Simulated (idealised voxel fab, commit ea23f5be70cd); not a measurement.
Documented hereafter: the process module known as voxel double patterning.
230 nm wide, 5 nm square cells: that's cross-section cut.
When this document writes out a cross-section, it uses a grid of square cells and lists it as bands, beginning at the top and moving down, with a band standing for one or more rows of cells. Band: top and bottom heights (nm) first, top before bottom; then materials from left to right, widths in nm. "throughout" marks a sole material filling the band edge to edge. "empty" denotes empty space. Heights from 0 (as-received wafer is one material below). Bottom band endless downward, as "from 0 down". The notation "30 to 40" denotes a width that varies across the rows of cells in the band, beginning at the first number in the top row, finishing at the second number in the bottom row, and changing by an identical amount from each row to the next. Given "stayed the same" for a step, no cell of the cross-section differs between before and after that step. "Voids, fully enclosed" lists enclosed empty spaces (at least 8 cells, no open path upward to the top), each as width x height at distance from the left edge, in nm. Heads up: the bit after the settings on a step's line is the simulator's remark on that step. What "overlay nm" on a step's line means: if the step has a mask, that mask lay this far to the right of its planned place, or, when the value is negative, to the left.
[The steps planned for the process are as follows]
1) RECEIVE (material Si)
2) CONFORMAL_DEP (material SiO2; thk nm 5)
3) DIRECTIONAL_DEP (material TiN; thk nm 20)
4) DIRECTIONAL_DEP (material SiCN; thk nm 10)
5) MASKED_ETCH (tone open; mask id FIRST; width nm 15; pitch nm 50; etch materials SiCN; depth nm 10; overlay nm 0)
6) DIRECTIONAL_DEP (material aC; thk nm 10)
7) PATTERN (tone open; mask id SECOND; material resist; width nm 15; pitch nm 50; thk nm 25; overlay nm 0)
8) DIRECTIONAL_ETCH (etch materials aC; depth nm 10)
9) STRIP (etch materials resist)
10) DIRECTIONAL_ETCH (etch materials SiCN; depth nm 10)
11) STRIP (etch materials aC)
12) DIRECTIONAL_ETCH (etch materials TiN; depth nm 20)
13) STRIP (etch materials SiCN)
[First wafer out of two, processed as planned]
[Cross-section of the wafer as it came to us, i.e., already through step 1]
from 0 down | Si throughout
Voids, fully enclosed: none
[The following cross-section depicts the wafer upon completion of step 2]
from 5 to 0 | SiO2 throughout
For the remainder of the cross-section, below 0, there is no change.
[The following cross-section depicts the wafer upon completion of step 3]
from 25 to 5 | TiN throughout
For the remainder of the cross-section, below 5, there is no change.
[The following cross-section depicts the wafer upon completion of step 4]
from 35 to 25 | SiCN throughout
For the remainder of the cross-section, below 25, there is no change.
[The following cross-section depicts the wafer upon completion of step 5]
from 35 to 25 | SiCN=55 / empty=15 / SiCN=35 / empty=15 / SiCN=35 / empty=15 / SiCN=60
For the remainder of the cross-section, below 25, there is no change.
[The following cross-section depicts the wafer upon completion of step 6]
from 45 to 35 | aC=55 / empty=15 / aC=35 / empty=15 / aC=35 / empty=15 / aC=60
from 35 to 25 | SiCN=55 / aC=15 / SiCN=35 / aC=15 / SiCN=35 / aC=15 / SiCN=60
For the remainder of the cross-section, below 25, there is no change.
[The following cross-section depicts the wafer upon completion of step 7]
from 70 to 45 | resist=80 / empty=15 / resist=35 / empty=15 / resist=85
from 45 to 35 | aC=55 / resist=15 / aC=35 / resist=15 / aC=35 / resist=15 / aC=60
For the remainder of the cross-section, below 35, there is no change.
[The following cross-section depicts the wafer upon completion of step 8]
from 60 to 45 | resist=80 / empty=15 / resist=35 / empty=15 / resist=85
from 45 to 35 | aC=55 / resist=15 / aC=10 / empty=15 / aC=10 / resist=15 / aC=10 / empty=15 / aC=10 / resist=15 / aC=60
For the remainder of the cross-section, below 35, there is no change.
[The following cross-section depicts the wafer upon completion of step 9]
from 45 to 35 | aC=55 / empty=15 / aC=10 / empty=15 / aC=10 / empty=15 / aC=10 / empty=15 / aC=10 / empty=15 / aC=60
For the remainder of the cross-section, below 35, there is no change.
[The following cross-section depicts the wafer upon completion of step 10]
from 45 to 35 | aC=55 / empty=15 / aC=10 / empty=15 / aC=10 / empty=15 / aC=10 / empty=15 / aC=10 / empty=15 / aC=60
from 35 to 25 | SiCN=55 / aC=15 / SiCN=10 / empty=15 / SiCN=10 / aC=15 / SiCN=10 / empty=15 / SiCN=10 / aC=15 / SiCN=60
For the remainder of the cross-section, below 25, there is no change.
[The following cross-section depicts the wafer upon completion of step 11]
from 35 to 25 | SiCN=55 / empty=15 / SiCN=10 / empty=15 / SiCN=10 / empty=15 / SiCN=10 / empty=15 / SiCN=10 / empty=15 / SiCN=60
For the remainder of the cross-section, below 25, there is no change.
[The following cross-section depicts the wafer upon completion of step 12]
from 35 to 25 | SiCN=55 / empty=15 / SiCN=10 / empty=15 / SiCN=10 / empty=15 / SiCN=10 / empty=15 / SiCN=10 / empty=15 / SiCN=60
from 25 to 5 | TiN=55 / empty=15 / TiN=10 / empty=15 / TiN=10 / empty=15 / TiN=10 / empty=15 / TiN=10 / empty=15 / TiN=60
For the remainder of the cross-section, below 5, there is no change.
[The following cross-section depicts the wafer upon completion of step 13]
from 25 to 5 | TiN=55 / empty=15 / TiN=10 / empty=15 / TiN=10 / empty=15 / TiN=10 / empty=15 / TiN=10 / empty=15 / TiN=60
For the remainder of the cross-section, below 5, there is no change.
[Companion wafer, the second of two: same beginning, same intended sequence, one mistake in carrying it out; through step 2 inclusive it tracks the first exactly]
[Cross-section: second wafer, time at which step 3 was scheduled to end]
from 25 to 0 | SiO2 throughout
For the remainder of the cross-section, below 0, there is no change.
[Cross-section: second wafer, time at which step 4 was scheduled to end]
from 35 to 25 | SiCN throughout
For the remainder of the cross-section, below 25, there is no change.
[Cross-section: second wafer, time at which step 5 was scheduled to end]
from 35 to 25 | SiCN=55 / empty=15 / SiCN=35 / empty=15 / SiCN=35 / empty=15 / SiCN=60
For the remainder of the cross-section, below 25, there is no change.
[Cross-section: second wafer, time at which step 6 was scheduled to end]
from 45 to 35 | aC=55 / empty=15 / aC=35 / empty=15 / aC=35 / empty=15 / aC=60
from 35 to 25 | SiCN=55 / aC=15 / SiCN=35 / aC=15 / SiCN=35 / aC=15 / SiCN=60
For the remainder of the cross-section, below 25, there is no change.
[Cross-section: second wafer, time at which step 7 was scheduled to end]
from 70 to 45 | resist=80 / empty=15 / resist=35 / empty=15 / resist=85
from 45 to 35 | aC=55 / resist=15 / aC=35 / resist=15 / aC=35 / resist=15 / aC=60
For the remainder of the cross-section, below 35, there is no change.
[Cross-section: second wafer, time at which step 8 was scheduled to end]
from 60 to 45 | resist=80 / empty=15 / resist=35 / empty=15 / resist=85
from 45 to 35 | aC=55 / resist=15 / aC=10 / empty=15 / aC=10 / resist=15 / aC=10 / empty=15 / aC=10 / resist=15 / aC=60
For the remainder of the cross-section, below 35, there is no change.
[Cross-section: second wafer, time at which step 9 was scheduled to end]
from 45 to 35 | aC=55 / empty=15 / aC=10 / empty=15 / aC=10 / empty=15 / aC=10 / empty=15 / aC=10 / empty=15 / aC=60
For the remainder of the cross-section, below 35, there is no change.
[Cross-section: second wafer, time at which step 10 was scheduled to end]
from 45 to 35 | aC=55 / empty=15 / aC=10 / empty=15 / aC=10 / empty=15 / aC=10 / empty=15 / aC=10 / empty=15 / aC=60
from 35 to 25 | SiCN=55 / aC=15 / SiCN=10 / empty=15 / SiCN=10 / aC=15 / SiCN=10 / empty=15 / SiCN=10 / aC=15 / SiCN=60
For the remainder of the cross-section, below 25, there is no change.
[Cross-section: second wafer, time at which step 11 was scheduled to end]
from 35 to 25 | SiCN=55 / empty=15 / SiCN=10 / empty=15 / SiCN=10 / empty=15 / SiCN=10 / empty=15 / SiCN=10 / empty=15 / SiCN=60
For the remainder of the cross-section, below 25, there is no change.
Cross-section: second wafer, time at which step 12 was scheduled to end: stayed the same
[Cross-section: second wafer, time at which step 13 was scheduled to end]
from 25 to 0 | SiO2 throughout
For the remainder of the cross-section, below 0, there is no change.
Misprocessing identified: rather than as planned, step 3 actually ran as DIRECTIONAL_DEP (material SiO2; thk nm 20)
Upon completion, the second wafer contains, in terms of cells, a greater or smaller amount of certain materials than the first wafer: 184 more of SiO2; 124 fewer of TiN
